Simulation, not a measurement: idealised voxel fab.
A process module follows: voxel transistor to metal.
Cross-section cut spans 300 nm and uses square cells 5 nm in size.
When this document writes out a cross-section, it uses a grid of square cells and lists it as bands, beginning at the top and moving down, with a band standing for one or more rows of cells. Quick guide to a band line: top height, bottom height (nm) up front; then every material left to right with its width in nm. Only one material and it's marked "all across"? Then it fills the band edge to edge. And "air" just means empty space. Zero point of the height axis is 0; under it, received wafer = one material. Lowest band: continues down indefinitely, "0 -> down". With a width like "30 to 40", each row of cells in the band differs from the next by the same amount, the top row carrying the first number and the bottom row the second. The cross-section has no changed cell in any step marked "nothing was modified". "Sealed cavities" specifies each empty space that is not open to the top and that occupies no fewer than 8 cells, using the form width x height at distance, the distance measured from the left edge and all three quantities in nm. Whatever follows a step's settings on its line is a remark the simulator itself makes about that step. A step's line can hold "overlay nm"; with a mask on that step, the setting says how far right of the planned place the mask lay, while a negative setting says it lay to the left. Before/after cross-section pairs, one process step each; after shown to lowest changed band; step and settings beneath. Pairs may be from different runs of this module on the same starting wafer; a pair continues from the one above only where its "Prior to step" entry says so.
PRIOR TO STEP
> 150 -> 120 = resist 35 nm, air 20 nm, resist 110 nm, air 20 nm, resist 115 nm
> 120 -> 110 = aC all across
> 110 -> 80 = lowk all across
> 80 -> 75 = SiCN all across
> 75 -> 55 = SiO2 30 nm, W 30 nm, SiO2 45 nm, W 30 nm, SiO2 25 nm, W 30 nm, SiO2 45 nm, W 30 nm, SiO2 35 nm
> 55 -> 50 = SiO2 30 nm, TiN 30 nm, SiO2 45 nm, TiN 30 nm, SiO2 25 nm, TiN 30 nm, SiO2 45 nm, TiN 30 nm, SiO2 35 nm
> 50 -> 35 = SiO2 35 nm, TiN 5 nm, W 10 nm, TiN 5 nm, SiO2 55 nm, TiN 5 nm, W 10 nm, TiN 5 nm, SiO2 35 nm, TiN 5 nm, W 10 nm, TiN 5 nm, SiO2 55 nm, TiN 5 nm, W 10 nm, TiN 5 nm, SiO2 40 nm
> 35 -> 25 = SiO2 35 nm, TiN 5 nm, W 10 nm, TiN 5 nm, SiO2 10 nm, SiN 10 nm, SiCN 15 nm, SiN 10 nm, SiO2 10 nm, TiN 5 nm, W 10 nm, TiN 5 nm, SiO2 35 nm, TiN 5 nm, W 10 nm, TiN 5 nm, SiO2 10 nm, SiN 10 nm, SiCN 15 nm, SiN 10 nm, SiO2 10 nm, TiN 5 nm, W 10 nm, TiN 5 nm, SiO2 40 nm
> 25 -> 10 = SiO2 35 nm, TiN 5 nm, W 10 nm, TiN 5 nm, SiO2 10 nm, SiN 10 nm, polySi 15 nm, SiN 10 nm, SiO2 10 nm, TiN 5 nm, W 10 nm, TiN 5 nm, SiO2 35 nm, TiN 5 nm, W 10 nm, TiN 5 nm, SiO2 10 nm, SiN 10 nm, polySi 15 nm, SiN 10 nm, SiO2 10 nm, TiN 5 nm, W 10 nm, TiN 5 nm, SiO2 40 nm
> 10 -> 5 = SiO2 35 nm, TiN 20 nm, SiO2 10 nm, SiN 10 nm, polySi 15 nm, SiN 10 nm, SiO2 10 nm, TiN 20 nm, SiO2 35 nm, TiN 20 nm, SiO2 10 nm, SiN 10 nm, polySi 15 nm, SiN 10 nm, SiO2 10 nm, TiN 20 nm, SiO2 40 nm
> 5 -> -5 = SiO2 25 nm, SiN 10 nm, SiGe 30 nm, SiN 10 nm, polySi 15 nm, SiN 10 nm, SiGe 30 nm, SiN 10 nm, SiO2 15 nm, SiN 10 nm, SiGe 30 nm, SiN 10 nm, polySi 15 nm, SiN 10 nm, SiGe 30 nm, SiN 10 nm, SiO2 30 nm
> -5 -> -10 = SiO2 35 nm, SiGe 30 nm, SiO2 35 nm, SiGe 30 nm, SiO2 35 nm, SiGe 30 nm, SiO2 35 nm, SiGe 30 nm, SiO2 40 nm
> -10 -> -20 = SiO2 30 nm, Si 5 nm, SiGe 30 nm, Si 35 nm, SiGe 30 nm, Si 5 nm, SiO2 25 nm, Si 5 nm, SiGe 30 nm, Si 35 nm, SiGe 30 nm, Si 5 nm, SiO2 35 nm
> -20 -> -25 = SiO2 30 nm, Si 105 nm, SiO2 25 nm, Si 105 nm, SiO2 35 nm
> -25 -> down = Si all across
> Sealed cavities: none
SECTION, POST-STEP
> 140 -> 120 = resist 35 nm, air 20 nm, resist 110 nm, air 20 nm, resist 115 nm
> 120 -> 110 = aC 35 nm, air 20 nm, aC 110 nm, air 20 nm, aC 115 nm
> Under 110: no change, same as before.
> Sealed cavities: none
In between the before and after cross-sections above, the step is DIRECTIONAL_ETCH with etch materials aC, depth nm 10
Prior to step: the state before this step is the cross-section shown after the step in the pair just above.
SECTION, POST-STEP
> 120 -> 110 = aC 35 nm, air 20 nm, aC 110 nm, air 20 nm, aC 115 nm
> Under 110: no change, same as before.
> Sealed cavities: none
In between the before and after cross-sections above, the step is STRIP with etch materials resist
Prior to step: the state before this step is the cross-section shown after the step in the pair just above.
SECTION, POST-STEP
> 120 -> 110 = aC 35 nm, air 20 nm, aC 110 nm, air 20 nm, aC 115 nm
> 110 -> 95 = lowk 35 nm, air 20 nm, lowk 110 nm, air 20 nm, lowk 115 nm
> Under 95: no change, same as before.
> Sealed cavities: none
In between the before and after cross-sections above, the step is DIRECTIONAL_ETCH with etch materials lowk, depth nm 15
Prior to step: the state before this step is the cross-section shown after the step in the pair just above.
SECTION, POST-STEP
> 110 -> 95 = lowk 35 nm, air 20 nm, lowk 110 nm, air 20 nm, lowk 115 nm
> Under 95: no change, same as before.
> Sealed cavities: none
In between the before and after cross-sections above, the step is STRIP with etch materials aC
Prior to step: the state before this step is the cross-section shown after the step in the pair just above.
SECTION, POST-STEP
> 120 -> 110 = aC 35 nm, air 20 nm, aC 110 nm, air 20 nm, aC 115 nm
> 110 -> 105 = lowk 35 nm, air 20 nm, lowk 110 nm, air 20 nm, lowk 115 nm
> 105 -> 95 = lowk 35 nm, aC 20 nm, lowk 110 nm, aC 20 nm, lowk 115 nm
> Under 95: no change, same as before.
> Sealed cavities: none
In between the before and after cross-sections above, the step is DIRECTIONAL_DEP with material aC, thk nm 10
Prior to step: the state before this step is the cross-section shown after the step in the pair just above.
SECTION, POST-STEP
> 145 -> 120 = resist 35 nm, air 15 nm, resist 115 nm, air 15 nm, resist 120 nm
> 120 -> 110 = aC 35 nm, air 15 nm, resist 5 nm, aC 110 nm, air 15 nm, resist 5 nm, aC 115 nm
> 110 -> 105 = lowk 35 nm, air 15 nm, resist 5 nm, lowk 110 nm, air 15 nm, resist 5 nm, lowk 115 nm
> Under 105: no change, same as before.
> Sealed cavities: none
In between the before and after cross-sections above, the step is PATTERN with tone open, mask id METAL_2_HOLES, material resist, width nm 15, pitch nm 130, thk nm 25, overlay nm 0
Prior to step: the state before this step is the cross-section shown after the step in the pair just above.
SECTION, POST-STEP
> 135 -> 120 = resist 35 nm, air 15 nm, resist 115 nm, air 15 nm, resist 120 nm
> 120 -> 110 = aC 35 nm, air 15 nm, resist 5 nm, aC 110 nm, air 15 nm, resist 5 nm, aC 115 nm
> 110 -> 105 = lowk 35 nm, air 15 nm, resist 5 nm, lowk 110 nm, air 15 nm, resist 5 nm, lowk 115 nm
> 105 -> 95 = lowk 35 nm, air 15 nm, aC 5 nm, lowk 110 nm, air 15 nm, aC 5 nm, lowk 115 nm
> Under 95: no change, same as before.
> Sealed cavities: none
In between the before and after cross-sections above, the step is DIRECTIONAL_ETCH with etch materials aC, depth nm 10
Prior to step: the state before this step is the cross-section shown after the step in the pair just above.
SECTION, POST-STEP
> 120 -> 110 = aC 35 nm, air 20 nm, aC 110 nm, air 20 nm, aC 115 nm
> 110 -> 105 = lowk 35 nm, air 20 nm, lowk 110 nm, air 20 nm, lowk 115 nm
> Under 105: no change, same as before.
> Sealed cavities: none
In between the before and after cross-sections above, the step is STRIP with etch materials resist
Prior to step: the state before this step is the cross-section shown after the step in the pair just above.
SECTION, POST-STEP
> 120 -> 110 = aC 35 nm, air 20 nm, aC 110 nm, air 20 nm, aC 115 nm
> 110 -> 105 = lowk 35 nm, air 20 nm, lowk 110 nm, air 20 nm, lowk 115 nm
> 105 -> 95 = lowk 35 nm, air 15 nm, aC 5 nm, lowk 110 nm, air 15 nm, aC 5 nm, lowk 115 nm
> 95 -> 80 = lowk 35 nm, air 15 nm, lowk 115 nm, air 15 nm, lowk 120 nm
> Under 80: no change, same as before.
> Sealed cavities: none
In between the before and after cross-sections above, the step is DIRECTIONAL_ETCH with etch materials lowk, depth nm 15
Prior to step: the state before this step is the cross-section shown after the step in the pair just above.
SECTION, POST-STEP
> 120 -> 110 = aC 35 nm, air 20 nm, aC 110 nm, air 20 nm, aC 115 nm
> 110 -> 105 = lowk 35 nm, air 20 nm, lowk 110 nm, air 20 nm, lowk 115 nm
> 105 -> 95 = lowk 35 nm, air 15 nm, aC 5 nm, lowk 110 nm, air 15 nm, aC 5 nm, lowk 115 nm
> 95 -> 80 = lowk 35 nm, air 15 nm, lowk 115 nm, air 15 nm, lowk 120 nm
> 80 -> 75 = SiCN 35 nm, air 15 nm, SiCN 115 nm, air 15 nm, SiCN 120 nm
> Under 75: no change, same as before.
> Sealed cavities: none
In between the before and after cross-sections above, the step is DIRECTIONAL_ETCH with etch materials SiCN, depth nm 5
Prior to step: the state before this step is the cross-section shown after the step in the pair just above.
SECTION, POST-STEP
> 110 -> 95 = lowk 35 nm, air 20 nm, lowk 110 nm, air 20 nm, lowk 115 nm
> Under 95: no change, same as before.
> Sealed cavities: none
In between the before and after cross-sections above, the step is STRIP with etch materials aC
Prior to step: the state before this step is the cross-section shown after the step in the pair just above.
SECTION, POST-STEP
> 115 -> 110 = TiN 40 nm, air 10 nm, TiN 120 nm, air 10 nm, TiN 120 nm
> 110 -> 100 = lowk 35 nm, TiN 5 nm, air 10 nm, TiN 5 nm, lowk 110 nm, TiN 5 nm, air 10 nm, TiN 5 nm, lowk 115 nm
> 100 -> 95 = lowk 35 nm, TiN 5 nm, air 5 nm, TiN 10 nm, lowk 110 nm, TiN 5 nm, air 5 nm, TiN 10 nm, lowk 115 nm
> 95 -> 80 = lowk 35 nm, TiN 5 nm, air 5 nm, TiN 5 nm, lowk 115 nm, TiN 5 nm, air 5 nm, TiN 5 nm, lowk 120 nm
> 80 -> 75 = SiCN 35 nm, TiN 15 nm, SiCN 115 nm, TiN 15 nm, SiCN 120 nm
> Under 75: no change, same as before.
> Sealed cavities: none
In between the before and after cross-sections above, the step is CONFORMAL_DEP with material TiN, thk nm 5
Prior to step: the state before this step is the cross-section shown after the step in the pair just above.
SECTION, POST-STEP
> 125 -> 115 = Cu all across
> 115 -> 110 = TiN 40 nm, Cu 10 nm, TiN 120 nm, Cu 10 nm, TiN 120 nm
> 110 -> 100 = lowk 35 nm, TiN 5 nm, Cu 10 nm, TiN 5 nm, lowk 110 nm, TiN 5 nm, Cu 10 nm, TiN 5 nm, lowk 115 nm
> 100 -> 95 = lowk 35 nm, TiN 5 nm, Cu 5 nm, TiN 10 nm, lowk 110 nm, TiN 5 nm, Cu 5 nm, TiN 10 nm, lowk 115 nm
> 95 -> 80 = lowk 35 nm, TiN 5 nm, Cu 5 nm, TiN 5 nm, lowk 115 nm, TiN 5 nm, Cu 5 nm, TiN 5 nm, lowk 120 nm
> Under 80: no change, same as before.
> Sealed cavities: none
In between the before and after cross-sections above, the step is FILL_DEP with material Cu, thk nm 10
Prior to step: the state before this step is the cross-section shown after the step in the pair just above.
SECTION, POST-STEP
> 110 -> 100 = lowk 35 nm, TiN 5 nm, Cu 10 nm, TiN 5 nm, lowk 110 nm, TiN 5 nm, Cu 10 nm, TiN 5 nm, lowk 115 nm
> Under 100: no change, same as before.
> Sealed cavities: none
In between the before and after cross-sections above, the step is CMP with height nm 110
Prior to step: the state before this step is the cross-section shown after the step in the pair just above.
SECTION, POST-STEP
> 115 -> 110 = SiCN all across
> Under 110: no change, same as before.
> Sealed cavities: none
In between the before and after cross-sections above, the step is CONFORMAL_DEP with material SiCN, thk nm 5
PRIOR TO STEP
> 50 -> 35 = SiO2 all across
> 35 -> 25 = SiO2 65 nm, SiN 10 nm, SiCN 15 nm, SiN 10 nm, SiO2 95 nm, SiN 10 nm, SiCN 15 nm, SiN 10 nm, SiO2 70 nm
> 25 -> 5 = SiO2 65 nm, SiN 10 nm, polySi 15 nm, SiN 10 nm, SiO2 95 nm, SiN 10 nm, polySi 15 nm, SiN 10 nm, SiO2 70 nm
> 5 -> -5 = SiO2 25 nm, SiN 10 nm, SiGe 30 nm, SiN 10 nm, polySi 15 nm, SiN 10 nm, SiGe 30 nm, SiN 10 nm, SiO2 15 nm, SiN 10 nm, SiGe 30 nm, SiN 10 nm, polySi 15 nm, SiN 10 nm, SiGe 30 nm, SiN 10 nm, SiO2 30 nm
> -5 -> -10 = SiO2 35 nm, SiGe 30 nm, SiO2 35 nm, SiGe 30 nm, SiO2 35 nm, SiGe 30 nm, SiO2 35 nm, SiGe 30 nm, SiO2 40 nm
> -10 -> -20 = SiO2 30 nm, Si 5 nm, SiGe 30 nm, Si 35 nm, SiGe 30 nm, Si 5 nm, SiO2 25 nm, Si 5 nm, SiGe 30 nm, Si 35 nm, SiGe 30 nm, Si 5 nm, SiO2 35 nm
> -20 -> -25 = SiO2 30 nm, Si 105 nm, SiO2 25 nm, Si 105 nm, SiO2 35 nm
> -25 -> down = Si all across
> Sealed cavities: none
SECTION, POST-STEP
> 70 -> 50 = resist 30 nm, air 20 nm, resist 55 nm, air 20 nm, resist 35 nm, air 20 nm, resist 55 nm, air 20 nm, resist 45 nm
> Under 50: no change, same as before.
> Sealed cavities: none
In between the before and after cross-sections above, the step is PATTERN with tone open, mask id CONTACT, material resist, width nm 20, thk nm 20, overlay nm -5
Prior to step: the state before this step is the cross-section shown after the step in the pair just above.
SECTION, POST-STEP
> 70 -> 50 = resist 30 nm, air 20 nm, resist 55 nm, air 20 nm, resist 35 nm, air 20 nm, resist 55 nm, air 20 nm, resist 45 nm
> 50 -> 35 = SiO2 30 nm, air 20 nm, SiO2 55 nm, air 20 nm, SiO2 35 nm, air 20 nm, SiO2 55 nm, air 20 nm, SiO2 45 nm
> 35 -> 25 = SiO2 30 nm, air 20 nm, SiO2 15 nm, SiN 10 nm, SiCN 15 nm, SiN 10 nm, SiO2 5 nm, air 20 nm, SiO2 35 nm, air 20 nm, SiO2 15 nm, SiN 10 nm, SiCN 15 nm, SiN 10 nm, SiO2 5 nm, air 20 nm, SiO2 45 nm
> 25 -> 5 = SiO2 30 nm, air 20 nm, SiO2 15 nm, SiN 10 nm, polySi 15 nm, SiN 10 nm, SiO2 5 nm, air 20 nm, SiO2 35 nm, air 20 nm, SiO2 15 nm, SiN 10 nm, polySi 15 nm, SiN 10 nm, SiO2 5 nm, air 20 nm, SiO2 45 nm
> Under 5: no change, same as before.
> Sealed cavities: none
In between the before and after cross-sections above, the step is DIRECTIONAL_ETCH with etch materials SiO2, depth nm 45
Prior to step: the state before this step is the cross-section shown after the step in the pair just above.
SECTION, POST-STEP
> 50 -> 35 = SiO2 30 nm, air 20 nm, SiO2 55 nm, air 20 nm, SiO2 35 nm, air 20 nm, SiO2 55 nm, air 20 nm, SiO2 45 nm
> Under 35: no change, same as before.
> Sealed cavities: none
In between the before and after cross-sections above, the step is STRIP with etch materials resist
Prior to step: the state before this step is the cross-section shown after the step in the pair just above.
SECTION, POST-STEP
> 55 -> 50 = TiN 35 nm, air 10 nm, TiN 65 nm, air 10 nm, TiN 45 nm, air 10 nm, TiN 65 nm, air 10 nm, TiN 50 nm
> 50 -> 35 = SiO2 30 nm, TiN 5 nm, air 10 nm, TiN 5 nm, SiO2 55 nm, TiN 5 nm, air 10 nm, TiN 5 nm, SiO2 35 nm, TiN 5 nm, air 10 nm, TiN 5 nm, SiO2 55 nm, TiN 5 nm, air 10 nm, TiN 5 nm, SiO2 45 nm
> 35 -> 25 = SiO2 30 nm, TiN 5 nm, air 10 nm, TiN 5 nm, SiO2 15 nm, SiN 10 nm, SiCN 15 nm, SiN 10 nm, SiO2 5 nm, TiN 5 nm, air 10 nm, TiN 5 nm, SiO2 35 nm, TiN 5 nm, air 10 nm, TiN 5 nm, SiO2 15 nm, SiN 10 nm, SiCN 15 nm, SiN 10 nm, SiO2 5 nm, TiN 5 nm, air 10 nm, TiN 5 nm, SiO2 45 nm
> 25 -> 10 = SiO2 30 nm, TiN 5 nm, air 10 nm, TiN 5 nm, SiO2 15 nm, SiN 10 nm, polySi 15 nm, SiN 10 nm, SiO2 5 nm, TiN 5 nm, air 10 nm, TiN 5 nm, SiO2 35 nm, TiN 5 nm, air 10 nm, TiN 5 nm, SiO2 15 nm, SiN 10 nm, polySi 15 nm, SiN 10 nm, SiO2 5 nm, TiN 5 nm, air 10 nm, TiN 5 nm, SiO2 45 nm
> 10 -> 5 = SiO2 30 nm, TiN 20 nm, SiO2 15 nm, SiN 10 nm, polySi 15 nm, SiN 10 nm, SiO2 5 nm, TiN 20 nm, SiO2 35 nm, TiN 20 nm, SiO2 15 nm, SiN 10 nm, polySi 15 nm, SiN 10 nm, SiO2 5 nm, TiN 20 nm, SiO2 45 nm
> Under 5: no change, same as before.
> Sealed cavities: none
In between the before and after cross-sections above, the step is CONFORMAL_DEP with material TiN, thk nm 5
Prior to step: the state before this step is the cross-section shown after the step in the pair just above.
SECTION, POST-STEP
> 60 -> 55 = W all across
> 55 -> 50 = TiN 35 nm, W 10 nm, TiN 65 nm, W 10 nm, TiN 45 nm, W 10 nm, TiN 65 nm, W 10 nm, TiN 50 nm
> 50 -> 35 = SiO2 30 nm, TiN 5 nm, W 10 nm, TiN 5 nm, SiO2 55 nm, TiN 5 nm, W 10 nm, TiN 5 nm, SiO2 35 nm, TiN 5 nm, W 10 nm, TiN 5 nm, SiO2 55 nm, TiN 5 nm, W 10 nm, TiN 5 nm, SiO2 45 nm
> 35 -> 25 = SiO2 30 nm, TiN 5 nm, W 10 nm, TiN 5 nm, SiO2 15 nm, SiN 10 nm, SiCN 15 nm, SiN 10 nm, SiO2 5 nm, TiN 5 nm, W 10 nm, TiN 5 nm, SiO2 35 nm, TiN 5 nm, W 10 nm, TiN 5 nm, SiO2 15 nm, SiN 10 nm, SiCN 15 nm, SiN 10 nm, SiO2 5 nm, TiN 5 nm, W 10 nm, TiN 5 nm, SiO2 45 nm
> 25 -> 10 = SiO2 30 nm, TiN 5 nm, W 10 nm, TiN 5 nm, SiO2 15 nm, SiN 10 nm, polySi 15 nm, SiN 10 nm, SiO2 5 nm, TiN 5 nm, W 10 nm, TiN 5 nm, SiO2 35 nm, TiN 5 nm, W 10 nm, TiN 5 nm, SiO2 15 nm, SiN 10 nm, polySi 15 nm, SiN 10 nm, SiO2 5 nm, TiN 5 nm, W 10 nm, TiN 5 nm, SiO2 45 nm
> Under 10: no change, same as before.
> Sealed cavities: none
In between the before and after cross-sections above, the step is FILL_DEP with material W, thk nm 5
Prior to step: the state before this step is the cross-section shown after the step in the pair just above.
SECTION, POST-STEP
> 50 -> 35 = SiO2 30 nm, TiN 5 nm, W 10 nm, TiN 5 nm, SiO2 55 nm, TiN 5 nm, W 10 nm, TiN 5 nm, SiO2 35 nm, TiN 5 nm, W 10 nm, TiN 5 nm, SiO2 55 nm, TiN 5 nm, W 10 nm, TiN 5 nm, SiO2 45 nm
> Under 35: no change, same as before.
> Sealed cavities: none
In between the before and after cross-sections above, the step is CMP with height nm 50
Prior to step: the state before this step is the cross-section shown after the step in the pair just above.
SECTION, POST-STEP
> 55 -> 50 = TiN all across
> Under 50: no change, same as before.
> Sealed cavities: none
In between the before and after cross-sections above, the step is DIRECTIONAL_DEP with material TiN, thk nm 5
Prior to step: the state before this step is the cross-section shown after the step in the pair just above.
SECTION, POST-STEP
> 75 -> 55 = W all across
> Under 55: no change, same as before.
> Sealed cavities: none
In between the before and after cross-sections above, the step is DIRECTIONAL_DEP with material W, thk nm 20
Prior to step: the state before this step is the cross-section shown after the step in the pair just above.
SECTION, POST-STEP
> 75 -> 55 = air 35 nm, W 20 nm, air 55 nm, W 20 nm, air 35 nm, W 20 nm, air 55 nm, W 20 nm, air 40 nm
> Under 55: no change, same as before.
> Sealed cavities: none
In between the before and after cross-sections above, the step is MASKED_ETCH with tone cover, mask id METAL_1, width nm 20, etch materials W, depth nm 20, overlay nm 0
Prior to step: the state before this step is the cross-section shown after the step in the pair just above.
SECTION, POST-STEP
> 75 -> 55 = air 35 nm, W 20 nm, air 55 nm, W 20 nm, air 35 nm, W 20 nm, air 55 nm, W 20 nm, air 40 nm
> 55 -> 50 = air 35 nm, TiN 20 nm, air 55 nm, TiN 20 nm, air 35 nm, TiN 20 nm, air 55 nm, TiN 20 nm, air 40 nm
> Under 50: no change, same as before.
> Sealed cavities: none
In between the before and after cross-sections above, the step is MASKED_ETCH with tone cover, mask id METAL_1, width nm 20, etch materials TiN, depth nm 5, overlay nm 0
Prior to step: the state before this step is the cross-section shown after the step in the pair just above.
SECTION, POST-STEP
> 80 -> 75 = SiO2 all across
> 75 -> 55 = SiO2 35 nm, W 20 nm, SiO2 55 nm, W 20 nm, SiO2 35 nm, W 20 nm, SiO2 55 nm, W 20 nm, SiO2 40 nm
> 55 -> 50 = SiO2 35 nm, TiN 20 nm, SiO2 55 nm, TiN 20 nm, SiO2 35 nm, TiN 20 nm, SiO2 55 nm, TiN 20 nm, SiO2 40 nm
> Under 50: no change, same as before.
> Sealed cavities: none
In between the before and after cross-sections above, the step is FILL_DEP with material SiO2, thk nm 5
Prior to step: the state before this step is the cross-section shown after the step in the pair just above.
SECTION, POST-STEP
> 75 -> 55 = SiO2 35 nm, W 20 nm, SiO2 55 nm, W 20 nm, SiO2 35 nm, W 20 nm, SiO2 55 nm, W 20 nm, SiO2 40 nm
> Under 55: no change, same as before.
> Sealed cavities: none
In between the before and after cross-sections above, the step is CMP with height nm 75
Prior to step: the state before this step is the cross-section shown after the step in the pair just above.
SECTION, POST-STEP
> 80 -> 75 = SiCN all across
> Under 75: no change, same as before.
> Sealed cavities: none
In between the before and after cross-sections above, the step is CONFORMAL_DEP with material SiCN, thk nm 5
Prior to step: the state before this step is the cross-section shown after the step in the pair just above.
SECTION, POST-STEP
> 110 -> 80 = lowk all across
> Under 80: no change, same as before.
> Sealed cavities: none
In between the before and after cross-sections above, the step is DIRECTIONAL_DEP with material lowk, thk nm 30
Prior to step: the state before this step is the cross-section shown after the step in the pair just above.
SECTION, POST-STEP
> 120 -> 110 = aC all across
> Under 110: no change, same as before.
> Sealed cavities: none
In between the before and after cross-sections above, the step is DIRECTIONAL_DEP with material aC, thk nm 10
Prior to step: the state before this step is the cross-section shown after the step in the pair just above.
SECTION, POST-STEP
> 150 -> 120 = resist 35 nm, air 20 nm, resist 110 nm, air 20 nm, resist 115 nm
> Under 120: no change, same as before.
> Sealed cavities: none
In between the before and after cross-sections above, the step is PATTERN with tone open, mask id METAL_2, material resist, width nm 20, pitch nm 130, thk nm 30, overlay nm 0
Prior to step: the state before this step is the cross-section shown after the step in the pair just above.
SECTION, POST-STEP
> 140 -> 120 = resist 35 nm, air 20 nm, resist 110 nm, air 20 nm, resist 115 nm
> 120 -> 110 = aC 35 nm, air 20 nm, aC 110 nm, air 20 nm, aC 115 nm
> Under 110: no change, same as before.
> Sealed cavities: none
In between the before and after cross-sections above, the step is DIRECTIONAL_ETCH with etch materials aC, depth nm 10
Prior to step: the state before this step is the cross-section shown after the step in the pair just above.
SECTION, POST-STEP
> 120 -> 110 = aC 35 nm, air 20 nm, aC 110 nm, air 20 nm, aC 115 nm
> Under 110: no change, same as before.
> Sealed cavities: none
In between the before and after cross-sections above, the step is STRIP with etch materials resist
Prior to step: the state before this step is the cross-section shown after the step in the pair just above.
SECTION, POST-STEP
> 120 -> 110 = aC 35 nm, air 20 nm, aC 110 nm, air 20 nm, aC 115 nm
> 110 -> 95 = lowk 35 nm, air 20 nm, lowk 110 nm, air 20 nm, lowk 115 nm
> Under 95: no change, same as before.
> Sealed cavities: none
In between the before and after cross-sections above, the step is DIRECTIONAL_ETCH with etch materials lowk, depth nm 15
Prior to step: the state before this step is the cross-section shown after the step in the pair just above.
SECTION, POST-STEP
> 110 -> 95 = lowk 35 nm, air 20 nm, lowk 110 nm, air 20 nm, lowk 115 nm
> Under 95: no change, same as before.
> Sealed cavities: none
In between the before and after cross-sections above, the step is STRIP with etch materials aC
Prior to step: the state before this step is the cross-section shown after the step in the pair just above.
SECTION, POST-STEP
> 120 -> 110 = aC 35 nm, air 20 nm, aC 110 nm, air 20 nm, aC 115 nm
> 110 -> 105 = lowk 35 nm, air 20 nm, lowk 110 nm, air 20 nm, lowk 115 nm
> 105 -> 95 = lowk 35 nm, aC 20 nm, lowk 110 nm, aC 20 nm, lowk 115 nm
> Under 95: no change, same as before.
> Sealed cavities: none
In between the before and after cross-sections above, the step is DIRECTIONAL_DEP with material aC, thk nm 10
Prior to step: the state before this step is the cross-section shown after the step in the pair just above.
SECTION, POST-STEP
> 145 -> 120 = resist 35 nm, air 15 nm, resist 115 nm, air 15 nm, resist 120 nm
> 120 -> 110 = aC 35 nm, air 15 nm, resist 5 nm, aC 110 nm, air 15 nm, resist 5 nm, aC 115 nm
> 110 -> 105 = lowk 35 nm, air 15 nm, resist 5 nm, lowk 110 nm, air 15 nm, resist 5 nm, lowk 115 nm
> Under 105: no change, same as before.
> Sealed cavities: none
In between the before and after cross-sections above, the step is PATTERN with tone open, mask id METAL_2_HOLES, material resist, width nm 15, pitch nm 130, thk nm 25, overlay nm 0
Prior to step: the state before this step is the cross-section shown after the step in the pair just above.
SECTION, POST-STEP
> 135 -> 120 = resist 35 nm, air 15 nm, resist 115 nm, air 15 nm, resist 120 nm
> 120 -> 110 = aC 35 nm, air 15 nm, resist 5 nm, aC 110 nm, air 15 nm, resist 5 nm, aC 115 nm
> 110 -> 105 = lowk 35 nm, air 15 nm, resist 5 nm, lowk 110 nm, air 15 nm, resist 5 nm, lowk 115 nm
> 105 -> 95 = lowk 35 nm, air 15 nm, aC 5 nm, lowk 110 nm, air 15 nm, aC 5 nm, lowk 115 nm
> Under 95: no change, same as before.
> Sealed cavities: none
In between the before and after cross-sections above, the step is DIRECTIONAL_ETCH with etch materials aC, depth nm 10
Prior to step: the state before this step is the cross-section shown after the step in the pair just above.
SECTION, POST-STEP
> 120 -> 110 = aC 35 nm, air 20 nm, aC 110 nm, air 20 nm, aC 115 nm
> 110 -> 105 = lowk 35 nm, air 20 nm, lowk 110 nm, air 20 nm, lowk 115 nm
> Under 105: no change, same as before.
> Sealed cavities: none
In between the before and after cross-sections above, the step is STRIP with etch materials resist
Prior to step: the state before this step is the cross-section shown after the step in the pair just above.
SECTION, POST-STEP
> 120 -> 110 = aC 35 nm, air 20 nm, aC 110 nm, air 20 nm, aC 115 nm
> 110 -> 105 = lowk 35 nm, air 20 nm, lowk 110 nm, air 20 nm, lowk 115 nm
> 105 -> 95 = lowk 35 nm, air 15 nm, aC 5 nm, lowk 110 nm, air 15 nm, aC 5 nm, lowk 115 nm
> 95 -> 80 = lowk 35 nm, air 15 nm, lowk 115 nm, air 15 nm, lowk 120 nm
> Under 80: no change, same as before.
> Sealed cavities: none
In between the before and after cross-sections above, the step is DIRECTIONAL_ETCH with etch materials lowk, depth nm 15
Prior to step: the state before this step is the cross-section shown after the step in the pair just above.
SECTION, POST-STEP
> 120 -> 110 = aC 35 nm, air 20 nm, aC 110 nm, air 20 nm, aC 115 nm
> 110 -> 105 = lowk 35 nm, air 20 nm, lowk 110 nm, air 20 nm, lowk 115 nm
> 105 -> 95 = lowk 35 nm, air 15 nm, aC 5 nm, lowk 110 nm, air 15 nm, aC 5 nm, lowk 115 nm
> 95 -> 80 = lowk 35 nm, air 15 nm, lowk 115 nm, air 15 nm, lowk 120 nm
> 80 -> 75 = SiCN 35 nm, air 15 nm, SiCN 115 nm, air 15 nm, SiCN 120 nm
> Under 75: no change, same as before.
> Sealed cavities: none
In between the before and after cross-sections above, the step is DIRECTIONAL_ETCH with etch materials SiCN, depth nm 5
Prior to step: the state before this step is the cross-section shown after the step in the pair just above.
SECTION, POST-STEP
> 110 -> 95 = lowk 35 nm, air 20 nm, lowk 110 nm, air 20 nm, lowk 115 nm
> Under 95: no change, same as before.
> Sealed cavities: none
In between the before and after cross-sections above, the step is STRIP with etch materials aC
Prior to step: the state before this step is the cross-section shown after the step in the pair just above.
SECTION, POST-STEP
> 115 -> 110 = TiN 40 nm, air 10 nm, TiN 120 nm, air 10 nm, TiN 120 nm
> 110 -> 100 = lowk 35 nm, TiN 5 nm, air 10 nm, TiN 5 nm, lowk 110 nm, TiN 5 nm, air 10 nm, TiN 5 nm, lowk 115 nm
> 100 -> 95 = lowk 35 nm, TiN 5 nm, air 5 nm, TiN 10 nm, lowk 110 nm, TiN 5 nm, air 5 nm, TiN 10 nm, lowk 115 nm
> 95 -> 80 = lowk 35 nm, TiN 5 nm, air 5 nm, TiN 5 nm, lowk 115 nm, TiN 5 nm, air 5 nm, TiN 5 nm, lowk 120 nm
> 80 -> 75 = SiCN 35 nm, TiN 15 nm, SiCN 115 nm, TiN 15 nm, SiCN 120 nm
> Under 75: no change, same as before.
> Sealed cavities: none
In between the before and after cross-sections above, the step is CONFORMAL_DEP with material TiN, thk nm 5
Prior to step: the state before this step is the cross-section shown after the step in the pair just above.
SECTION, POST-STEP
> 125 -> 115 = Cu all across
> 115 -> 110 = TiN 40 nm, Cu 10 nm, TiN 120 nm, Cu 10 nm, TiN 120 nm
> 110 -> 100 = lowk 35 nm, TiN 5 nm, Cu 10 nm, TiN 5 nm, lowk 110 nm, TiN 5 nm, Cu 10 nm, TiN 5 nm, lowk 115 nm
> 100 -> 95 = lowk 35 nm, TiN 5 nm, Cu 5 nm, TiN 10 nm, lowk 110 nm, TiN 5 nm, Cu 5 nm, TiN 10 nm, lowk 115 nm
> 95 -> 80 = lowk 35 nm, TiN 5 nm, Cu 5 nm, TiN 5 nm, lowk 115 nm, TiN 5 nm, Cu 5 nm, TiN 5 nm, lowk 120 nm
> Under 80: no change, same as before.
> Sealed cavities: none
In between the before and after cross-sections above, the step is FILL_DEP with material Cu, thk nm 10
